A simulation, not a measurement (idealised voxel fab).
process module | voxel capacitor over wiring
cross-section cut | 240 nm wide | cells 5 nm
A cross-section is a grid of square cells, given in bands from the top down. A band is one or more rows of cells.
Each band's line starts with the height of the band's top and of its bottom, in nm. Then come its materials from left to right, each with its width in nm. One material with "throughout" fills the band from edge to edge. "air" is empty space.
Height 0 is the level under which the wafer as received is all one material. The lowest band goes on downwards, as in "0 down".
A width such as "30 to 40" changes by the same amount from each row of cells to the next, from the band's top row to its bottom row.
"no change" after a step means that no cell of the cross-section changed.
closed voids: empty space of 8 cells or more with no open way to the top, each as width x height at its distance from the left edge, in nm
after a step's settings: what the simulator itself notes on the step
overlay nm, on a step with a mask: how far to the right of its planned place the mask lay; to the left if negative
plan
1 op RECEIVE | material Si
2 op CONFORMAL_DEP | material SiO2 | thk nm 15
3 op DIRECTIONAL_DEP | material TiN | thk nm 5
4 op DIRECTIONAL_DEP | material Ru | thk nm 15
5 op DIRECTIONAL_DEP | material aC | thk nm 10
6 op PATTERN | tone cover | mask id METAL_1 | material resist | width nm 25 | pitch nm 75 | thk nm 25 | overlay nm 0
7 op DIRECTIONAL_ETCH | etch materials aC | depth nm 10
8 op STRIP | etch materials resist
9 op DIRECTIONAL_ETCH | etch materials Ru | depth nm 15
10 op DIRECTIONAL_ETCH | etch materials TiN | depth nm 5
11 op STRIP | etch materials aC
12 op FILL_DEP | material SiO2 | thk nm 10
13 op CMP | height nm 35
14 op CONFORMAL_DEP | material SiCN | thk nm 5
15 op DIRECTIONAL_DEP | material SiO2 | thk nm 20
16 op MASKED_ETCH | tone open | mask id PLUG_1 | width nm 15 | etch materials SiO2 | depth nm 20 | overlay nm 0
17 op MASKED_ETCH | tone open | mask id PLUG_1 | width nm 15 | etch materials SiCN | depth nm 5 | overlay nm 0
18 op EPI | material Ru | thk nm 10
19 op EPI | material Ru | thk nm 10
20 op EPI | material Ru | thk nm 5
21 op DIRECTIONAL_DEP | material TiN | thk nm 10
22 op DIRECTIONAL_DEP | material SiN | thk nm 5
23 op DIRECTIONAL_DEP | material TiN | thk nm 10
24 op DIRECTIONAL_DEP | material aC | thk nm 15
25 op PATTERN | tone cover | mask id UPPER_PLATE | material resist | width nm 55 | thk nm 30 | overlay nm 0
26 op DIRECTIONAL_ETCH | etch materials aC | depth nm 15
27 op STRIP | etch materials resist
28 op DIRECTIONAL_ETCH | etch materials TiN | depth nm 10
29 op DIRECTIONAL_ETCH | etch materials SiN | depth nm 5
30 op STRIP | etch materials aC
31 op DIRECTIONAL_DEP | material aC | thk nm 15
32 op PATTERN | tone cover | mask id LOWER_PLATE | material resist | width nm 65 | thk nm 30 | overlay nm 0
33 op DIRECTIONAL_ETCH | etch materials aC | depth nm 15
34 op STRIP | etch materials resist
35 op DIRECTIONAL_ETCH | etch materials TiN | depth nm 10
36 op STRIP | etch materials aC
37 op FILL_DEP | material SiO2 | thk nm 15
38 op CMP | height nm 95
39 op DIRECTIONAL_DEP | material aC | thk nm 10
40 op PATTERN | tone open | mask id PLUG_2 | material resist | width nm 15 | thk nm 30 | overlay nm 0
41 op DIRECTIONAL_ETCH | etch materials aC | depth nm 10
42 op STRIP | etch materials resist
43 op DIRECTIONAL_ETCH | etch materials SiO2 | depth nm 10
44 op STRIP | etch materials aC
45 op CONFORMAL_DEP | material TiN | thk nm 5
46 op FILL_DEP | material Cu | thk nm 5
47 op CMP | height nm 95
48 op CONFORMAL_DEP | material SiN | thk nm 5
as received, after step 1
  0 down: Si throughout
  closed voids: none
first wafer at the end, as planned
  100 to 95: SiN throughout
  95 to 90: SiO2 90 | TiN 5 | Cu 5 | TiN 5 | SiO2 135
  90 to 85: SiO2 90 | TiN 15 | SiO2 135
  85 to 75: SiO2 80 | TiN 55 | SiO2 105
  75 to 70: SiO2 80 | SiN 55 | SiO2 105
  70 to 60: SiO2 75 | TiN 65 | SiO2 100
  60 to 40: SiO2 80 | Ru 15 | SiO2 145
  40 to 35: SiCN 80 | Ru 15 | SiCN 145
  35 to 20: SiO2 70 | Ru 25 | SiO2 50 | Ru 25 | SiO2 70
  20 to 15: SiO2 70 | TiN 25 | SiO2 50 | TiN 25 | SiO2 70
  15 to 0: SiO2 throughout
  0 down: Si throughout
  closed voids: none
second wafer at the end: like start, like plan, one mistake
  100 to 95: SiN throughout
  95 to 90: SiO2 90 | TiN 5 | Cu 5 | TiN 5 | SiO2 135
  90 to 85: SiO2 90 | TiN 15 | SiO2 135
  85 to 75: SiO2 80 | TiN 55 | SiO2 105
  75 to 70: SiO2 80 | SiN 55 | SiO2 105
  70 to 60: SiN throughout
  60 to 40: SiO2 80 | Ru 15 | SiO2 145
  40 to 35: SiCN 80 | Ru 15 | SiCN 145
  35 to 20: SiO2 70 | Ru 25 | SiO2 50 | Ru 25 | SiO2 70
  20 to 15: SiO2 70 | TiN 25 | SiO2 50 | TiN 25 | SiO2 70
  15 to 0: SiO2 throughout
  0 down: Si throughout
  closed voids: none
what went wrong: step 21 ran as: op DIRECTIONAL_DEP | material SiN | thk nm 10
at the end the second wafer has, in cells: 96 more of SiN | 70 fewer of SiO2 | 26 fewer of TiN
